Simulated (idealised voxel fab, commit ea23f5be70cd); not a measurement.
Name of the process module below: voxel capacitor over wiring
FYI the section here is cut, 195 nm wide, cells are 5 nm squares.
In this document a cross-section is written as a grid of square cells. It is given as a series of bands, listed from the top down, and a band is one or more rows of cells. Look at the band entry: it leads with the top's height and the bottom's height in nm. Then it lists the materials left to right, with a width in nm for each. The word "all across" on a single material says that material fills the band edge to edge. The word "air" is empty space. Height is counted from the level 0, under which the received wafer is composed throughout of one material. The lowest of the bands is not closed at the bottom but continues downward, in the notation "0..down". A two-number width, for instance "30 to 40", indicates that the width is equal to the first number in the top row of the band and to the second number in the bottom row, and that it changes by a constant amount per row of cells. Any step labelled "same as before" changed none of the cells in the cross-section. Under "Enclosed void catalog" you'll find the enclosed gaps, the ones with no way out to the top, that are 8 cells or bigger; each reads width x height at distance, with distance counted from the left edge, everything in nm. Past the settings on a step's line: simulator remark, on that step. For masked steps, "overlay nm" on the step line gives how far right of plan the mask actually lay; a minus sign means it lay to the left.

[List of planned process steps]
- 1: RECEIVE, material Si
- 2: CONFORMAL_DEP, material SiO2, thk nm 15
- 3: DIRECTIONAL_DEP, material TiN, thk nm 5
- 4: DIRECTIONAL_DEP, material W, thk nm 25
- 5: MASKED_ETCH, tone cover, mask id METAL_1, width nm 25, pitch nm 80, etch materials W, depth nm 25, overlay nm 0
- 6: MASKED_ETCH, tone cover, mask id METAL_1, width nm 25, pitch nm 80, etch materials TiN, depth nm 5, overlay nm 0
- 7: FILL_DEP, material SiO2, thk nm 10
- 8: CMP, height nm 45
- 9: CONFORMAL_DEP, material SiCN, thk nm 5
- 10: DIRECTIONAL_DEP, material SiO2, thk nm 20
- 11: PATTERN, tone open, mask id PLUG_1, material resist, width nm 15, thk nm 20, overlay nm 0
- 12: DIRECTIONAL_ETCH, etch materials SiO2, depth nm 20
- 13: DIRECTIONAL_ETCH, etch materials SiCN, depth nm 5
- 14: STRIP, etch materials resist
- 15: EPI, material Ru, thk nm 10
- 16: EPI, material Ru, thk nm 10
- 17: EPI, material Ru, thk nm 5
- 18: DIRECTIONAL_DEP, material TiN, thk nm 10
- 19: DIRECTIONAL_DEP, material Al2O3, thk nm 5
- 20: DIRECTIONAL_DEP, material TiN, thk nm 5
- 21: PATTERN, tone cover, mask id UPPER_PLATE, material resist, width nm 60, thk nm 15, overlay nm 0
- 22: DIRECTIONAL_ETCH, etch materials TiN, depth nm 5
- 23: DIRECTIONAL_ETCH, etch materials Al2O3, depth nm 5
- 24: STRIP, etch materials resist
- 25: MASKED_ETCH, tone cover, mask id LOWER_PLATE, width nm 70, etch materials TiN, depth nm 10, overlay nm 0
- 26: FILL_DEP, material SiO2, thk nm 15
- 27: CMP, height nm 100
- 28: PATTERN, tone open, mask id PLUG_2, material resist, width nm 15, thk nm 15, overlay nm 0
- 29: DIRECTIONAL_ETCH, etch materials SiO2, depth nm 10
- 30: STRIP, etch materials resist
- 31: CONFORMAL_DEP, material TiN, thk nm 5
- 32: FILL_DEP, material Ru, thk nm 10
- 33: CMP, height nm 100
- 34: CONFORMAL_DEP, material SiCN, thk nm 5

[Step 1 complete: cross-section of the wafer as received]
  0..down  Si all across
  Enclosed void catalog: none

[Post-module cross-section of the first of two wafers (run per plan)]
  105..100  SiCN all across
  100..95  SiO2 65, then TiN 5, then Ru 5, then TiN 5, then SiO2 115
  95..85  SiO2 65 to 55, then TiN 15 to 60, then SiO2 115 to 80
  85..80  SiO2 55, then Al2O3 60, then SiO2 80
  80..70  SiO2 50, then TiN 70, then SiO2 75
  70..50  SiO2 55, then Ru 15, then SiO2 125
  50..45  SiCN 55, then Ru 15, then SiCN 125
  45..20  SiO2 45, then W 25, then SiO2 55, then W 25, then SiO2 45
  20..15  SiO2 45, then TiN 25, then SiO2 55, then TiN 25, then SiO2 45
  15..0  SiO2 all across
  0..down  Si all across
  Enclosed void catalog: none

[Wafer two, sectioned after the module: the first wafer's start, the first wafer's plan, and one mistake in how it was run]
  105..100  SiCN all across
  100..95  SiO2 65, then TiN 5, then Ru 5, then TiN 5, then SiO2 115
  95..85  SiO2 65 to 55, then TiN 15 to 60, then SiO2 115 to 80
  85..80  SiO2 55, then Al2O3 60, then SiO2 80
  80..70  SiO2 50, then TiN 70, then SiO2 75
  70..50  SiO2 55, then Ru 15, then SiO2 125
  50..45  SiCN 55, then Ru 15, then SiCN 125
  45..20  SiCN 45, then W 25, then SiCN 55, then W 25, then SiCN 45
  20..15  SiCN 45, then TiN 25, then SiCN 55, then TiN 25, then SiCN 45
  15..0  SiO2 all across
  0..down  Si all across
  Enclosed void catalog: none
Finding, execution versus plan: so step 7 ended up running with a different setting than we planned, it ran as FILL_DEP, material SiCN, thk nm 10
Wrapping up, a cell-based count of both wafers puts the second over or under the first for these materials: SiCN: 174 more; SiO2: 174 fewer
